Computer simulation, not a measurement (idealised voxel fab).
Herein follows the process module entitled voxel self aligned contacts.
The figure presents cross-section cut, which has a width of 210 nm and is divided into square cells with an edge length of 5 nm.
Cross-section format: a grid of square cells, given as bands from top to bottom; each band is one or more rows of cells.
Quick guide to a band line: top height, bottom height (nm) up front; then every material left to right with its width in nm. Only one material and it's marked "edge to edge"? Then it fills the band edge to edge. And "empty" just means empty space.
Heights are expressed relative to 0, this being the level below which the as-received wafer comprises one material exclusively. The lowest band is unbounded in the downward direction and is denoted as in "from 0 down".
Read "30 to 40" as a graded width: first number on top, second number at the bottom, same change between each pair of neighbouring rows.
Where the words "no modification" appear for a step, the cross-section shows no cell changed by that step; every cell remained as before.
Voids not open to the top, 8 cells minimum: see "Sealed void list". Written width x height at distance; distance is from the left edge; nm.
Anything after a step's settings on that line? It's the simulator's own note about the step.
Each step line may optionally specify "overlay nm", which for a step with a mask gives the rightward distance between the mask's planned place and where it lay, a negative value indicating the leftward direction.
PLAN
step 1: RECEIVE: material Si
step 2: OXIDIZE: depth nm 5
step 3: DIRECTIONAL_DEP: material polySi, thk nm 20
step 4: DIRECTIONAL_DEP: material SiN, thk nm 15
step 5: MASKED_ETCH: tone cover, mask id GATE, width nm 35, pitch nm 65, etch materials SiN, depth nm 15, overlay nm 0
step 6: MASKED_ETCH: tone cover, mask id GATE, width nm 35, pitch nm 65, etch materials polySi, depth nm 20, overlay nm 0
step 7: CONFORMAL_DEP: material SiN, thk nm 5
step 8: DIRECTIONAL_ETCH: etch materials SiN, depth nm 5
step 9: FILL_DEP: material SiO2, thk nm 10
step 10: CMP: height nm 40
step 11: MASKED_ETCH: tone open, mask id CONTACT, width nm 50, etch materials SiO2, depth nm 45, overlay nm 0
step 12: CONFORMAL_DEP: material TiN, thk nm 5
step 13: FILL_DEP: material W, thk nm 10
step 14: CMP: height nm 40
step 15: CONFORMAL_DEP: material SiN, thk nm 5
SO THIS IS THE INCOMING WAFER IN CROSS-SECTION - IT'S ALREADY BEEN THROUGH STEP 1
> from 0 down = Si edge to edge
> Sealed void list: none
HERE'S THE WAFER CUT IN CROSS-SECTION AFTER THE MODULE, STARTED AND PLANNED JUST LIKE ABOVE, EXCEPT ONE THING WAS DONE WRONG IN THE RUN
> from 60 to 55 = SiN edge to edge
> from 55 to 45 = W edge to edge
> from 45 to 40 = TiN 85 nm, W 40 nm, TiN 85 nm
> from 40 to 35 = SiO2 80 nm, TiN 20 nm, W 10 nm, TiN 20 nm, SiO2 80 nm
> from 35 to 20 = SiO2 50 nm, SiN 45 nm, TiN 5 nm, W 10 nm, TiN 5 nm, SiN 45 nm, SiO2 50 nm
> from 20 to 0 = SiO2 50 nm, SiN 5 nm, polySi 35 nm, SiN 5 nm, TiN 5 nm, W 10 nm, TiN 5 nm, SiN 5 nm, polySi 35 nm, SiN 5 nm, SiO2 50 nm
> from 0 to -5 = SiO2 95 nm, TiN 20 nm, SiO2 95 nm
> from -5 down = Si edge to edge
> Sealed void list: none
Short version of what went wrong: plan step 14 skipped
